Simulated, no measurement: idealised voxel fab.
Process module under the name voxel quadruple lines
Cross-sectional view cut (width: 160 nm; square cell size: 5 nm).
For the purposes of this document, a cross-section shall be understood as a grid of square cells, specified as bands listed in top-to-bottom order, each band consisting of one or more rows of cells.
In this notation a band is specified by the heights of its top and bottom, in that order and in nm, after which its materials appear from left to right, each paired with its width in nm. The word "all across" attached to a single material means that material fills the band from edge to edge; the word "air" stands for empty space.
Beneath 0, the wafer as received is one material, and that level is where height counting begins. The lowest band goes on downward without a bottom; it is written like "0..down".
A width given as "30..40" starts at the first number in the band's top row and ends at the second number in its bottom row, shifting by an equal amount at every step from row to row.
What does "no modifications" mean for a step? It means no cell of the cross-section changed in that step.
You'll see "Trapped voids" listing empty spaces that have no way open to the top, as long as they're 8 cells or more; the notation is width x height at distance, where the distance is from the left edge, and all of it is in nm.
Post-settings text on a step line: simulator's own remark regarding the step.
overlay nm: right-of-plan distance of the mask on a masked step; negative values mean left-of-plan.
### Process steps foreseen in the plan
step 1: RECEIVE [material Si]
step 2: CONFORMAL_DEP [material Al2O3] [thk nm 5]
step 3: DIRECTIONAL_DEP [material W] [thk nm 10]
step 4: DIRECTIONAL_DEP [material polySi] [thk nm 20]
step 5: DIRECTIONAL_DEP [material aC] [thk nm 20]
step 6: PATTERN [tone cover] [mask id MANDREL] [material resist] [width nm 20] [pitch nm 60] [thk nm 25] [overlay nm 0]
step 7: DIRECTIONAL_ETCH [etch materials aC] [depth nm 20]
step 8: STRIP [etch materials resist]
step 9: CONFORMAL_DEP [material SiO2] [thk nm 10]
step 10: DIRECTIONAL_ETCH [etch materials SiO2] [depth nm 10]
step 11: STRIP [etch materials aC]
step 12: DIRECTIONAL_ETCH [etch materials polySi] [depth nm 20]
step 13: STRIP [etch materials SiO2]
step 14: CONFORMAL_DEP [material SiN] [thk nm 5]
step 15: DIRECTIONAL_ETCH [etch materials SiN] [depth nm 5]
step 16: STRIP [etch materials polySi]
step 17: DIRECTIONAL_ETCH [etch materials W] [depth nm 10]
step 18: STRIP [etch materials SiN]
### Delivered wafer in cross-section: state after step 1
	0..down = Si all across
	Trapped voids: none
### Result of the module, cross-sectioned: start per above, plan per above, one error in how it was run
	25..5 = polySi all across
	5..0 = Al2O3 all across
	0..down = Si all across
	Trapped voids: none
Plan not followed: steps 3 and 4 of the plan were run in the wrong order, each in the other's place
